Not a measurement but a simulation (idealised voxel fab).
process module | voxel released beams
cross-section cut | 190 nm wide | cells 5 nm
A cross-section is a grid of square cells, given in bands from the top down. A band is one or more rows of cells.
Each band's line starts with the height of the band's top and of its bottom, in nm. Then come its materials from left to right, each with its width in nm. One material with "throughout" fills the band from edge to edge. "air" is empty space.
Height 0 is the level under which the wafer as received is all one material. The lowest band goes on downwards, as in "0 down".
A width such as "30 to 40" changes by the same amount from each row of cells to the next, from the band's top row to its bottom row.
"no change" after a step means that no cell of the cross-section changed.
closed voids: empty space of 8 cells or more with no open way to the top, each as width x height at its distance from the left edge, in nm
after a step's settings: what the simulator itself notes on the step
overlay nm, on a step with a mask: how far to the right of its planned place the mask lay; to the left if negative
plan
1 op RECEIVE | material Si
2 op CONFORMAL_DEP | material SiN | thk nm 5
3 op DIRECTIONAL_DEP | material SiO2 | thk nm 20
4 op PATTERN | tone open | mask id ANCHOR | material resist | width nm 45 | thk nm 15 | overlay nm 0
5 op DIRECTIONAL_ETCH | etch materials SiO2 | depth nm 20
6 op STRIP | etch materials resist
7 op CONFORMAL_DEP | material TiN | thk nm 5
8 op PATTERN | tone cover | mask id BEAM | material resist | width nm 130 | thk nm 15 | overlay nm 0
9 op DIRECTIONAL_ETCH | etch materials TiN | depth nm 15
10 op STRIP | etch materials resist
11 op STRIP | etch materials SiO2
varied across the wafers: thk nm of step 7. The plan shows the first wafer's value. All wafers start alike
first wafer as received, after step 1
  0 down: Si throughout
  closed voids: none
each wafer at the end: cells of each material gained (+) or lost (-) since it was received, then its closed voids
thk nm 5 | +38 SiN | +34 TiN | closed voids: none
thk nm 10 | +38 SiN | +68 TiN | closed voids: none
thk nm 15 | +38 SiN | +102 TiN | closed voids: none
thk nm 20 | +38 SiN | +116 SiO2 | +148 TiN | closed voids: none
thk nm 25 | +38 SiN | +116 SiO2 | +190 TiN | closed voids: none
thk nm 30 | +38 SiN | +116 SiO2 | +228 TiN | closed voids: none
